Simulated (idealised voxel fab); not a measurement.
The process module that follows is named voxel self aligned vias.
Displayed cross-section: cut, width of 210 nm, square cells sized 5 nm.
Bands, listed from the top down, are how a cross-section gets written in this document; the cross-section itself is a grid of square cells, and a band is one or more rows of them.
Quick guide to a band line: top height, bottom height (nm) up front; then every material left to right with its width in nm. Only one material and it's marked "everywhere"? Then it fills the band edge to edge. And "empty" just means empty space.
Heights are expressed relative to 0, this being the level below which the as-received wafer comprises one material exclusively. The lowest band is unbounded in the downward direction and is denoted as in "from 0 down".
A width such as "30 to 40" changes by the same amount from each row of cells to the next, from the band's top row to its bottom row.
You'll sometimes find "nothing altered" written for a step, and that's the way of saying that nowhere in the cross-section did a cell change during that step.
Heads up: "Sealed void inventory" only lists the empty pockets with no open path to the top that are 8 cells or more, and it writes them as width x height at distance, distance from the left edge, in nm.
On a step's line, text after the settings is the simulator commenting on that step.
"overlay nm", when on a step's line for a step with a mask, measures how far to the right of its planned place the mask lay; a negative measure means to the left.
Guide to the pairs. Each holds a before and an after cross-section around one process step; the after cross-section is cut off at the lowest band that changed. Look under the pair for the step between them and its settings. Pairs can come from different runs of this module on the same starting wafer, so a pair follows on from the one above it only where its entry headed "Snapshot before" says it does.

Snapshot before:
	from 60 to 40  25 nm lowk, 40 nm empty, 20 nm lowk, 40 nm empty, 20 nm lowk, 40 nm empty, 25 nm lowk
	from 40 to 30  30 nm lowk, 30 nm empty, 30 nm lowk, 30 nm empty, 30 nm lowk, 30 nm empty, 30 nm lowk
	from 30 to 25  30 nm lowk, 30 nm TiN, 30 nm lowk, 30 nm TiN, 30 nm lowk, 30 nm TiN, 30 nm lowk
	from 25 to 10  SiCN everywhere
	from 10 to 0  SiO2 everywhere
	from 0 down  Si everywhere
	Sealed void inventory: none

Post-Step Section View:
	from 65 to 60  30 nm TiN, 30 nm empty, 30 nm TiN, 30 nm empty, 30 nm TiN, 30 nm empty, 30 nm TiN
	from 60 to 45  25 nm lowk, 5 nm TiN, 30 nm empty, 5 nm TiN, 20 nm lowk, 5 nm TiN, 30 nm empty, 5 nm TiN, 20 nm lowk, 5 nm TiN, 30 nm empty, 5 nm TiN, 25 nm lowk
	from 45 to 35  25 to 30 nm lowk, 10 to 5 nm TiN, 20 nm empty, 10 to 5 nm TiN, 20 to 30 nm lowk, 10 to 5 nm TiN, 20 nm empty, 10 to 5 nm TiN, 20 to 30 nm lowk, 10 to 5 nm TiN, 20 nm empty, 10 to 5 nm TiN, 25 to 30 nm lowk
	from 35 to 25  30 nm lowk, 30 nm TiN, 30 nm lowk, 30 nm TiN, 30 nm lowk, 30 nm TiN, 30 nm lowk
	All layers under 25 are left as they were.
	Sealed void inventory: none
The step that takes the structure from the upper cross-section to the lower one is CONFORMAL_DEP with material TiN, thk nm 5

Snapshot before: we pick up right where the pair above leaves off, with its after cross-section.

Post-Step Section View:
	from 70 to 65  Ru everywhere
	from 65 to 60  30 nm TiN, 30 nm Ru, 30 nm TiN, 30 nm Ru, 30 nm TiN, 30 nm Ru, 30 nm TiN
	from 60 to 45  25 nm lowk, 5 nm TiN, 30 nm Ru, 5 nm TiN, 20 nm lowk, 5 nm TiN, 30 nm Ru, 5 nm TiN, 20 nm lowk, 5 nm TiN, 30 nm Ru, 5 nm TiN, 25 nm lowk
	from 45 to 35  25 to 30 nm lowk, 10 to 5 nm TiN, 20 nm Ru, 10 to 5 nm TiN, 20 to 30 nm lowk, 10 to 5 nm TiN, 20 nm Ru, 10 to 5 nm TiN, 20 to 30 nm lowk, 10 to 5 nm TiN, 20 nm Ru, 10 to 5 nm TiN, 25 to 30 nm lowk
	All layers under 35 are left as they were.
	Sealed void inventory: none
The step that takes the structure from the upper cross-section to the lower one is FILL_DEP with material Ru, thk nm 5

Snapshot before: we pick up right where the pair above leaves off, with its after cross-section.

Post-Step Section View:
	from 60 to 45  25 nm lowk, 5 nm TiN, 30 nm Ru, 5 nm TiN, 20 nm lowk, 5 nm TiN, 30 nm Ru, 5 nm TiN, 20 nm lowk, 5 nm TiN, 30 nm Ru, 5 nm TiN, 25 nm lowk
	All layers under 45 are left as they were.
	Sealed void inventory: none
The step that takes the structure from the upper cross-section to the lower one is CMP with height nm 60

Snapshot before: we pick up right where the pair above leaves off, with its after cross-section.

Post-Step Section View:
	from 65 to 60  SiN everywhere
	All layers under 60 are left as they were.
	Sealed void inventory: none
The step that takes the structure from the upper cross-section to the lower one is CONFORMAL_DEP with material SiN, thk nm 5

Snapshot before:
	from 40 to 15  lowk everywhere
	from 15 to 10  SiCN everywhere
	from 10 to 0  SiO2 everywhere
	from 0 down  Si everywhere
	Sealed void inventory: none

Post-Step Section View:
	from 40 to 15  35 nm lowk, 25 nm empty, 35 nm lowk, 25 nm empty, 35 nm lowk, 25 nm empty, 30 nm lowk
	All layers under 15 are left as they were.
	Sealed void inventory: none
The step that takes the structure from the upper cross-section to the lower one is MASKED_ETCH with tone open, mask id LINES, width nm 25, pitch nm 60, etch materials lowk, depth nm 25, overlay nm 0

Snapshot before: we pick up right where the pair above leaves off, with its after cross-section.

Post-Step Section View:
	from 45 to 40  40 nm TiN, 15 nm empty, 45 nm TiN, 15 nm empty, 45 nm TiN, 15 nm empty, 35 nm TiN
	from 40 to 20  35 nm lowk, 5 nm TiN, 15 nm empty, 5 nm TiN, 35 nm lowk, 5 nm TiN, 15 nm empty, 5 nm TiN, 35 nm lowk, 5 nm TiN, 15 nm empty, 5 nm TiN, 30 nm lowk
	from 20 to 15  35 nm lowk, 25 nm TiN, 35 nm lowk, 25 nm TiN, 35 nm lowk, 25 nm TiN, 30 nm lowk
	All layers under 15 are left as they were.
	Sealed void inventory: none
The step that takes the structure from the upper cross-section to the lower one is CONFORMAL_DEP with material TiN, thk nm 5

Snapshot before: we pick up right where the pair above leaves off, with its after cross-section.

Post-Step Section View:
	from 55 to 45  W everywhere
	from 45 to 40  40 nm TiN, 15 nm W, 45 nm TiN, 15 nm W, 45 nm TiN, 15 nm W, 35 nm TiN
	from 40 to 20  35 nm lowk, 5 nm TiN, 15 nm W, 5 nm TiN, 35 nm lowk, 5 nm TiN, 15 nm W, 5 nm TiN, 35 nm lowk, 5 nm TiN, 15 nm W, 5 nm TiN, 30 nm lowk
	All layers under 20 are left as they were.
	Sealed void inventory: none
The step that takes the structure from the upper cross-section to the lower one is FILL_DEP with material W, thk nm 10

Snapshot before: we pick up right where the pair above leaves off, with its after cross-section.

Post-Step Section View:
	from 40 to 20  35 nm lowk, 5 nm TiN, 15 nm W, 5 nm TiN, 35 nm lowk, 5 nm TiN, 15 nm W, 5 nm TiN, 35 nm lowk, 5 nm TiN, 15 nm W, 5 nm TiN, 30 nm lowk
	All layers under 20 are left as they were.
	Sealed void inventory: none
The step that takes the structure from the upper cross-section to the lower one is CMP with height nm 40

Snapshot before: we pick up right where the pair above leaves off, with its after cross-section.

Post-Step Section View:
	from 40 to 30  35 nm lowk, 25 nm empty, 35 nm lowk, 25 nm empty, 35 nm lowk, 25 nm empty, 30 nm lowk
	All layers under 30 are left as they were.
	Sealed void inventory: none
The step that takes the structure from the upper cross-section to the lower one is SELECTIVE_ETCH with etch materials W Ru TiN, depth nm 10

Snapshot before: we pick up right where the pair above leaves off, with its after cross-section.

Post-Step Section View:
	from 50 to 40  SiN everywhere
	from 40 to 30  35 nm lowk, 25 nm SiN, 35 nm lowk, 25 nm SiN, 35 nm lowk, 25 nm SiN, 30 nm lowk
	All layers under 30 are left as they were.
	Sealed void inventory: none
The step that takes the structure from the upper cross-section to the lower one is FILL_DEP with material SiN, thk nm 10

Snapshot before: we pick up right where the pair above leaves off, with its after cross-section.

Post-Step Section View:
	from 40 to 30  35 nm lowk, 25 nm SiN, 35 nm lowk, 25 nm SiN, 35 nm lowk, 25 nm SiN, 30 nm lowk
	All layers under 30 are left as they were.
	Sealed void inventory: none
The step that takes the structure from the upper cross-section to the lower one is CMP with height nm 40

Snapshot before: we pick up right where the pair above leaves off, with its after cross-section.

Post-Step Section View:
	from 60 to 40  lowk everywhere
	All layers under 40 are left as they were.
	Sealed void inventory: none
The step that takes the structure from the upper cross-section to the lower one is DIRECTIONAL_DEP with material lowk, thk nm 20

Snapshot before: we pick up right where the pair above leaves off, with its after cross-section.

Post-Step Section View:
	from 60 to 40  25 nm lowk, 40 nm empty, 20 nm lowk, 40 nm empty, 20 nm lowk, 40 nm empty, 25 nm lowk
	All layers under 40 are left as they were.
	Sealed void inventory: none
The step that takes the structure from the upper cross-section to the lower one is MASKED_ETCH with tone open, mask id VIAS, width nm 40, pitch nm 60, etch materials lowk, depth nm 20, overlay nm 0

Snapshot before: we pick up right where the pair above leaves off, with its after cross-section.

Post-Step Section View:
	from 60 to 40  25 nm lowk, 40 nm empty, 20 nm lowk, 40 nm empty, 20 nm lowk, 40 nm empty, 25 nm lowk
	from 40 to 30  35 nm lowk, 25 nm empty, 35 nm lowk, 25 nm empty, 35 nm lowk, 25 nm empty, 30 nm lowk
	All layers under 30 are left as they were.
	Sealed void inventory: none
The step that takes the structure from the upper cross-section to the lower one is MASKED_ETCH with tone open, mask id VIAS, width nm 40, pitch nm 60, etch materials SiN, depth nm 10, overlay nm 0

Snapshot before: we pick up right where the pair above leaves off, with its after cross-section.

Post-Step Section View:
	from 65 to 60  30 nm TiN, 30 nm empty, 30 nm TiN, 30 nm empty, 30 nm TiN, 30 nm empty, 30 nm TiN
	from 60 to 45  25 nm lowk, 5 nm TiN, 30 nm empty, 5 nm TiN, 20 nm lowk, 5 nm TiN, 30 nm empty, 5 nm TiN, 20 nm lowk, 5 nm TiN, 30 nm empty, 5 nm TiN, 25 nm lowk
	from 45 to 35  25 to 35 nm lowk, 15 to 5 nm TiN, 15 nm empty, 10 to 5 nm TiN, 20 to 35 nm lowk, 15 to 5 nm TiN, 15 nm empty, 10 to 5 nm TiN, 20 to 35 nm lowk, 15 to 5 nm TiN, 15 nm empty, 10 to 5 nm TiN, 25 to 30 nm lowk
	from 35 to 30  35 nm lowk, 25 nm TiN, 35 nm lowk, 25 nm TiN, 35 nm lowk, 25 nm TiN, 30 nm lowk
	All layers under 30 are left as they were.
	Sealed void inventory: none
The step that takes the structure from the upper cross-section to the lower one is CONFORMAL_DEP with material TiN, thk nm 5

Snapshot before: we pick up right where the pair above leaves off, with its after cross-section.

Post-Step Section View:
	from 70 to 65  Ru everywhere
	from 65 to 60  30 nm TiN, 30 nm Ru, 30 nm TiN, 30 nm Ru, 30 nm TiN, 30 nm Ru, 30 nm TiN
	from 60 to 45  25 nm lowk, 5 nm TiN, 30 nm Ru, 5 nm TiN, 20 nm lowk, 5 nm TiN, 30 nm Ru, 5 nm TiN, 20 nm lowk, 5 nm TiN, 30 nm Ru, 5 nm TiN, 25 nm lowk
	from 45 to 35  25 to 35 nm lowk, 15 to 5 nm TiN, 15 nm Ru, 10 to 5 nm TiN, 20 to 35 nm lowk, 15 to 5 nm TiN, 15 nm Ru, 10 to 5 nm TiN, 20 to 35 nm lowk, 15 to 5 nm TiN, 15 nm Ru, 10 to 5 nm TiN, 25 to 30 nm lowk
	All layers under 35 are left as they were.
	Sealed void inventory: none
The step that takes the structure from the upper cross-section to the lower one is FILL_DEP with material Ru, thk nm 5

Snapshot before: we pick up right where the pair above leaves off, with its after cross-section.

Post-Step Section View:
	from 60 to 45  25 nm lowk, 5 nm TiN, 30 nm Ru, 5 nm TiN, 20 nm lowk, 5 nm TiN, 30 nm Ru, 5 nm TiN, 20 nm lowk, 5 nm TiN, 30 nm Ru, 5 nm TiN, 25 nm lowk
	All layers under 45 are left as they were.
	Sealed void inventory: none
The step that takes the structure from the upper cross-section to the lower one is CMP with height nm 60

Snapshot before: we pick up right where the pair above leaves off, with its after cross-section.

Post-Step Section View:
	from 65 to 60  SiN everywhere
	All layers under 60 are left as they were.
	Sealed void inventory: none
The step that takes the structure from the upper cross-section to the lower one is CONFORMAL_DEP with material SiN, thk nm 5

Snapshot before:
	from 60 to 40  lowk everywhere
	from 40 to 30  30 nm lowk, 30 nm SiN, 30 nm lowk, 30 nm SiN, 30 nm lowk, 30 nm SiN, 30 nm lowk
	from 30 to 20  30 nm lowk, 5 nm TiN, 20 nm W, 5 nm TiN, 30 nm lowk, 5 nm TiN, 20 nm W, 5 nm TiN, 30 nm lowk, 5 nm TiN, 20 nm W, 5 nm TiN, 30 nm lowk
	from 20 to 15  30 nm lowk, 30 nm TiN, 30 nm lowk, 30 nm TiN, 30 nm lowk, 30 nm TiN, 30 nm lowk
	from 15 to 10  SiCN everywhere
	from 10 to 0  SiO2 everywhere
	from 0 down  Si everywhere
	Sealed void inventory: none

Post-Step Section View:
	from 60 to 40  35 nm lowk, 40 nm empty, 20 nm lowk, 40 nm empty, 20 nm lowk, 40 nm empty, 15 nm lowk
	All layers under 40 are left as they were.
	Sealed void inventory: none
The step that takes the structure from the upper cross-section to the lower one is MASKED_ETCH with tone open, mask id VIAS, width nm 40, pitch nm 60, etch materials lowk, depth nm 20, overlay nm 10

Snapshot before: we pick up right where the pair above leaves off, with its after cross-section.

Post-Step Section View:
	from 60 to 40  35 nm lowk, 40 nm empty, 20 nm lowk, 40 nm empty, 20 nm lowk, 40 nm empty, 15 nm lowk
	from 40 to 30  30 nm lowk, 5 nm SiN, 25 nm empty, 30 nm lowk, 5 nm SiN, 25 nm empty, 30 nm lowk, 5 nm SiN, 25 nm empty, 30 nm lowk
	All layers under 30 are left as they were.
	Sealed void inventory: none
The step that takes the structure from the upper cross-section to the lower one is MASKED_ETCH with tone open, mask id VIAS, width nm 40, pitch nm 60, etch materials SiN, depth nm 10, overlay nm 0

Snapshot before: we pick up right where the pair above leaves off, with its after cross-section.

Post-Step Section View:
	from 65 to 60  40 nm TiN, 30 nm empty, 30 nm TiN, 30 nm empty, 30 nm TiN, 30 nm empty, 20 nm TiN
	from 60 to 45  35 nm lowk, 5 nm TiN, 30 nm empty, 5 nm TiN, 20 nm lowk, 5 nm TiN, 30 nm empty, 5 nm TiN, 20 nm lowk, 5 nm TiN, 30 nm empty, 5 nm TiN, 15 nm lowk
	from 45 to 40  35 nm lowk, 5 nm TiN, 15 nm empty, 20 nm TiN, 20 nm lowk, 5 nm TiN, 15 nm empty, 20 nm TiN, 20 nm lowk, 5 nm TiN, 15 nm empty, 20 nm TiN, 15 nm lowk
	from 40 to 35  30 nm lowk, 5 nm SiN, 5 nm TiN, 15 nm empty, 5 nm TiN, 30 nm lowk, 5 nm SiN, 5 nm TiN, 15 nm empty, 5 nm TiN, 30 nm lowk, 5 nm SiN, 5 nm TiN, 15 nm empty, 5 nm TiN, 30 nm lowk
	from 35 to 30  30 nm lowk, 5 nm SiN, 25 nm TiN, 30 nm lowk, 5 nm SiN, 25 nm TiN, 30 nm lowk, 5 nm SiN, 25 nm TiN, 30 nm lowk
	All layers under 30 are left as they were.
	Sealed void inventory: none
The step that takes the structure from the upper cross-section to the lower one is CONFORMAL_DEP with material TiN, thk nm 5

Snapshot before: we pick up right where the pair above leaves off, with its after cross-section.

Post-Step Section View:
	from 70 to 65  Ru everywhere
	from 65 to 60  40 nm TiN, 30 nm Ru, 30 nm TiN, 30 nm Ru, 30 nm TiN, 30 nm Ru, 20 nm TiN
	from 60 to 45  35 nm lowk, 5 nm TiN, 30 nm Ru, 5 nm TiN, 20 nm lowk, 5 nm TiN, 30 nm Ru, 5 nm TiN, 20 nm lowk, 5 nm TiN, 30 nm Ru, 5 nm TiN, 15 nm lowk
	from 45 to 40  35 nm lowk, 5 nm TiN, 15 nm Ru, 20 nm TiN, 20 nm lowk, 5 nm TiN, 15 nm Ru, 20 nm TiN, 20 nm lowk, 5 nm TiN, 15 nm Ru, 20 nm TiN, 15 nm lowk
	from 40 to 35  30 nm lowk, 5 nm SiN, 5 nm TiN, 15 nm Ru, 5 nm TiN, 30 nm lowk, 5 nm SiN, 5 nm TiN, 15 nm Ru, 5 nm TiN, 30 nm lowk, 5 nm SiN, 5 nm TiN, 15 nm Ru, 5 nm TiN, 30 nm lowk
	All layers under 35 are left as they were.
	Sealed void inventory: none
The step that takes the structure from the upper cross-section to the lower one is FILL_DEP with material Ru, thk nm 5

Snapshot before: we pick up right where the pair above leaves off, with its after cross-section.

Post-Step Section View:
	from 60 to 45  35 nm lowk, 5 nm TiN, 30 nm Ru, 5 nm TiN, 20 nm lowk, 5 nm TiN, 30 nm Ru, 5 nm TiN, 20 nm lowk, 5 nm TiN, 30 nm Ru, 5 nm TiN, 15 nm lowk
	All layers under 45 are left as they were.
	Sealed void inventory: none
The step that takes the structure from the upper cross-section to the lower one is CMP with height nm 60

Snapshot before: we pick up right where the pair above leaves off, with its after cross-section.

Post-Step Section View:
	from 65 to 60  SiN everywhere
	All layers under 60 are left as they were.
	Sealed void inventory: none
The step that takes the structure from the upper cross-section to the lower one is CONFORMAL_DEP with material SiN, thk nm 5

Snapshot before:
	from 10 to 0  SiO2 everywhere
	from 0 down  Si everywhere
	Sealed void inventory: none

Post-Step Section View:
	from 15 to 0  SiO2 everywhere
	All layers under 0 are left as they were.
	Sealed void inventory: none
The step that takes the structure from the upper cross-section to the lower one is CONFORMAL_DEP with material SiO2, thk nm 5

Snapshot before: we pick up right where the pair above leaves off, with its after cross-section.

Post-Step Section View:
	from 40 to 15  lowk everywhere
	All layers under 15 are left as they were.
	Sealed void inventory: none
The step that takes the structure from the upper cross-section to the lower one is DIRECTIONAL_DEP with material lowk, thk nm 25

Snapshot before: we pick up right where the pair above leaves off, with its after cross-section.

Post-Step Section View:
	from 40 to 15  30 nm lowk, 30 nm empty, 30 nm lowk, 30 nm empty, 30 nm lowk, 30 nm empty, 30 nm lowk
	All layers under 15 are left as they were.
	Sealed void inventory: none
The step that takes the structure from the upper cross-section to the lower one is MASKED_ETCH with tone open, mask id LINES, width nm 30, pitch nm 60, etch materials lowk, depth nm 25, overlay nm 0

Snapshot before: we pick up right where the pair above leaves off, with its after cross-section.

Post-Step Section View:
	from 45 to 40  35 nm TiN, 20 nm empty, 40 nm TiN, 20 nm empty, 40 nm TiN, 20 nm empty, 35 nm TiN
	from 40 to 20  30 nm lowk, 5 nm TiN, 20 nm empty, 5 nm TiN, 30 nm lowk, 5 nm TiN, 20 nm empty, 5 nm TiN, 30 nm lowk, 5 nm TiN, 20 nm empty, 5 nm TiN, 30 nm lowk
	from 20 to 15  30 nm lowk, 30 nm TiN, 30 nm lowk, 30 nm TiN, 30 nm lowk, 30 nm TiN, 30 nm lowk
	All layers under 15 are left as they were.
	Sealed void inventory: none
The step that takes the structure from the upper cross-section to the lower one is CONFORMAL_DEP with material TiN, thk nm 5

Snapshot before: we pick up right where the pair above leaves off, with its after cross-section.

Post-Step Section View:
	from 55 to 45  W everywhere
	from 45 to 40  35 nm TiN, 20 nm W, 40 nm TiN, 20 nm W, 40 nm TiN, 20 nm W, 35 nm TiN
	from 40 to 20  30 nm lowk, 5 nm TiN, 20 nm W, 5 nm TiN, 30 nm lowk, 5 nm TiN, 20 nm W, 5 nm TiN, 30 nm lowk, 5 nm TiN, 20 nm W, 5 nm TiN, 30 nm lowk
	All layers under 20 are left as they were.
	Sealed void inventory: none
The step that takes the structure from the upper cross-section to the lower one is FILL_DEP with material W, thk nm 10

Snapshot before: we pick up right where the pair above leaves off, with its after cross-section.

Post-Step Section View:
	from 40 to 20  30 nm lowk, 5 nm TiN, 20 nm W, 5 nm TiN, 30 nm lowk, 5 nm TiN, 20 nm W, 5 nm TiN, 30 nm lowk, 5 nm TiN, 20 nm W, 5 nm TiN, 30 nm lowk
	All layers under 20 are left as they were.
	Sealed void inventory: none
The step that takes the structure from the upper cross-section to the lower one is CMP with height nm 40

Snapshot before: we pick up right where the pair above leaves off, with its after cross-section.

Post-Step Section View:
	from 40 to 30  30 nm lowk, 30 nm empty, 30 nm lowk, 30 nm empty, 30 nm lowk, 30 nm empty, 30 nm lowk
	All layers under 30 are left as they were.
	Sealed void inventory: none
The step that takes the structure from the upper cross-section to the lower one is SELECTIVE_ETCH with etch materials W Ru TiN, depth nm 10

Snapshot before: we pick up right where the pair above leaves off, with its after cross-section.

Post-Step Section View:
	from 50 to 40  SiN everywhere
	from 40 to 30  30 nm lowk, 30 nm SiN, 30 nm lowk, 30 nm SiN, 30 nm lowk, 30 nm SiN, 30 nm lowk
	All layers under 30 are left as they were.
	Sealed void inventory: none
The step that takes the structure from the upper cross-section to the lower one is FILL_DEP with material SiN, thk nm 10

Snapshot before: we pick up right where the pair above leaves off, with its after cross-section.

Post-Step Section View:
	from 40 to 30  30 nm lowk, 30 nm SiN, 30 nm lowk, 30 nm SiN, 30 nm lowk, 30 nm SiN, 30 nm lowk
	All layers under 30 are left as they were.
	Sealed void inventory: none
The step that takes the structure from the upper cross-section to the lower one is CMP with height nm 40

Snapshot before: we pick up right where the pair above leaves off, with its after cross-section.

Post-Step Section View:
	from 60 to 40  lowk everywhere
	All layers under 40 are left as they were.
	Sealed void inventory: none
The step that takes the structure from the upper cross-section to the lower one is DIRECTIONAL_DEP with material lowk, thk nm 20

Snapshot before: we pick up right where the pair above leaves off, with its after cross-section.

Post-Step Section View:
	from 60 to 40  25 nm lowk, 40 nm empty, 20 nm lowk, 40 nm empty, 20 nm lowk, 40 nm empty, 25 nm lowk
	All layers under 40 are left as they were.
	Sealed void inventory: none
The step that takes the structure from the upper cross-section to the lower one is MASKED_ETCH with tone open, mask id VIAS, width nm 40, pitch nm 60, etch materials lowk, depth nm 20, overlay nm 0

Snapshot before: we pick up right where the pair above leaves off, with its after cross-section.

Post-Step Section View:
	from 60 to 40  25 nm lowk, 40 nm empty, 20 nm lowk, 40 nm empty, 20 nm lowk, 40 nm empty, 25 nm lowk
	from 40 to 30  30 nm lowk, 30 nm empty, 30 nm lowk, 30 nm empty, 30 nm lowk, 30 nm empty, 30 nm lowk
	All layers under 30 are left as they were.
	Sealed void inventory: none
The step that takes the structure from the upper cross-section to the lower one is MASKED_ETCH with tone open, mask id VIAS, width nm 40, pitch nm 60, etch materials SiN, depth nm 10, overlay nm 0

Snapshot before: we pick up right where the pair above leaves off, with its after cross-section.

Post-Step Section View:
	from 65 to 60  30 nm TiN, 30 nm empty, 30 nm TiN, 30 nm empty, 30 nm TiN, 30 nm empty, 30 nm TiN
	from 60 to 45  25 nm lowk, 5 nm TiN, 30 nm empty, 5 nm TiN, 20 nm lowk, 5 nm TiN, 30 nm empty, 5 nm TiN, 20 nm lowk, 5 nm TiN, 30 nm empty, 5 nm TiN, 25 nm lowk
	from 45 to 35  25 to 30 nm lowk, 10 to 5 nm TiN, 20 nm empty, 10 to 5 nm TiN, 20 to 30 nm lowk, 10 to 5 nm TiN, 20 nm empty, 10 to 5 nm TiN, 20 to 30 nm lowk, 10 to 5 nm TiN, 20 nm empty, 10 to 5 nm TiN, 25 to 30 nm lowk
	from 35 to 30  30 nm lowk, 30 nm TiN, 30 nm lowk, 30 nm TiN, 30 nm lowk, 30 nm TiN, 30 nm lowk
	All layers under 30 are left as they were.
	Sealed void inventory: none
The step that takes the structure from the upper cross-section to the lower one is CONFORMAL_DEP with material TiN, thk nm 5

Snapshot before: we pick up right where the pair above leaves off, with its after cross-section.

Post-Step Section View:
	from 70 to 65  Ru everywhere
	from 65 to 60  30 nm TiN, 30 nm Ru, 30 nm TiN, 30 nm Ru, 30 nm TiN, 30 nm Ru, 30 nm TiN
	from 60 to 45  25 nm lowk, 5 nm TiN, 30 nm Ru, 5 nm TiN, 20 nm lowk, 5 nm TiN, 30 nm Ru, 5 nm TiN, 20 nm lowk, 5 nm TiN, 30 nm Ru, 5 nm TiN, 25 nm lowk
	from 45 to 35  25 to 30 nm lowk, 10 to 5 nm TiN, 20 nm Ru, 10 to 5 nm TiN, 20 to 30 nm lowk, 10 to 5 nm TiN, 20 nm Ru, 10 to 5 nm TiN, 20 to 30 nm lowk, 10 to 5 nm TiN, 20 nm Ru, 10 to 5 nm TiN, 25 to 30 nm lowk
	All layers under 35 are left as they were.
	Sealed void inventory: none
The step that takes the structure from the upper cross-section to the lower one is FILL_DEP with material Ru, thk nm 5

Snapshot before: we pick up right where the pair above leaves off, with its after cross-section.

Post-Step Section View:
	from 60 to 45  25 nm lowk, 5 nm TiN, 30 nm Ru, 5 nm TiN, 20 nm lowk, 5 nm TiN, 30 nm Ru, 5 nm TiN, 20 nm lowk, 5 nm TiN, 30 nm Ru, 5 nm TiN, 25 nm lowk
	All layers under 45 are left as they were.
	Sealed void inventory: none
The step that takes the structure from the upper cross-section to the lower one is CMP with height nm 60

Snapshot before: we pick up right where the pair above leaves off, with its after cross-section.

Post-Step Section View:
	from 65 to 60  SiN everywhere
	All layers under 60 are left as they were.
	Sealed void inventory: none
The step that takes the structure from the upper cross-section to the lower one is CONFORMAL_DEP with material SiN, thk nm 5

Snapshot before:
	from 60 to 40  lowk everywhere
	from 40 to 30  30 nm lowk, 30 nm SiN, 30 nm lowk, 30 nm SiN, 30 nm lowk, 30 nm SiN, 30 nm lowk
	from 30 to 20  30 nm lowk, 5 nm TiN, 20 nm W, 5 nm TiN, 30 nm lowk, 5 nm TiN, 20 nm W, 5 nm TiN, 30 nm lowk, 5 nm TiN, 20 nm W, 5 nm TiN, 30 nm lowk
	from 20 to 15  30 nm lowk, 30 nm TiN, 30 nm lowk, 30 nm TiN, 30 nm lowk, 30 nm TiN, 30 nm lowk
	from 15 to 10  SiCN everywhere
	from 10 to 0  SiO2 everywhere
	from 0 down  Si everywhere
	Sealed void inventory: none

Post-Step Section View:
	from 60 to 40  25 nm empty, 40 nm lowk, 20 nm empty, 40 nm lowk, 20 nm empty, 40 nm lowk, 25 nm empty
	All layers under 40 are left as they were.
	Sealed void inventory: none
The step that takes the structure from the upper cross-section to the lower one is MASKED_ETCH with tone cover, mask id VIAS, width nm 40, pitch nm 60, etch materials lowk, depth nm 20, overlay nm 0

Snapshot before: we pick up right where the pair above leaves off, with its after cross-section.

Post-Step Section View:
	from 65 to 60  20 nm empty, 50 nm TiN, 10 nm empty, 50 nm TiN, 10 nm empty, 50 nm TiN, 20 nm empty
	from 60 to 45  20 nm empty, 5 nm TiN, 40 nm lowk, 5 nm TiN, 10 nm empty, 5 nm TiN, 40 nm lowk, 5 nm TiN, 10 nm empty, 5 nm TiN, 40 nm lowk, 5 nm TiN, 20 nm empty
	from 45 to 40  25 nm TiN, 40 nm lowk, 20 nm TiN, 40 nm lowk, 20 nm TiN, 40 nm lowk, 25 nm TiN
	All layers under 40 are left as they were.
	Sealed void inventory: none
The step that takes the structure from the upper cross-section to the lower one is CONFORMAL_DEP with material TiN, thk nm 5

Snapshot before: we pick up right where the pair above leaves off, with its after cross-section.

Post-Step Section View:
	from 70 to 65  Ru everywhere
	from 65 to 60  20 nm Ru, 50 nm TiN, 10 nm Ru, 50 nm TiN, 10 nm Ru, 50 nm TiN, 20 nm Ru
	from 60 to 45  20 nm Ru, 5 nm TiN, 40 nm lowk, 5 nm TiN, 10 nm Ru, 5 nm TiN, 40 nm lowk, 5 nm TiN, 10 nm Ru, 5 nm TiN, 40 nm lowk, 5 nm TiN, 20 nm Ru
	All layers under 45 are left as they were.
	Sealed void inventory: none
The step that takes the structure from the upper cross-section to the lower one is FILL_DEP with material Ru, thk nm 5

Snapshot before: we pick up right where the pair above leaves off, with its after cross-section.

Post-Step Section View:
	from 60 to 45  20 nm Ru, 5 nm TiN, 40 nm lowk, 5 nm TiN, 10 nm Ru, 5 nm TiN, 40 nm lowk, 5 nm TiN, 10 nm Ru, 5 nm TiN, 40 nm lowk, 5 nm TiN, 20 nm Ru
	All layers under 45 are left as they were.
	Sealed void inventory: none
The step that takes the structure from the upper cross-section to the lower one is CMP with height nm 60

Snapshot before: we pick up right where the pair above leaves off, with its after cross-section.

Post-Step Section View:
	from 65 to 60  SiN everywhere
	All layers under 60 are left as they were.
	Sealed void inventory: none
The step that takes the structure from the upper cross-section to the lower one is CONFORMAL_DEP with material SiN, thk nm 5
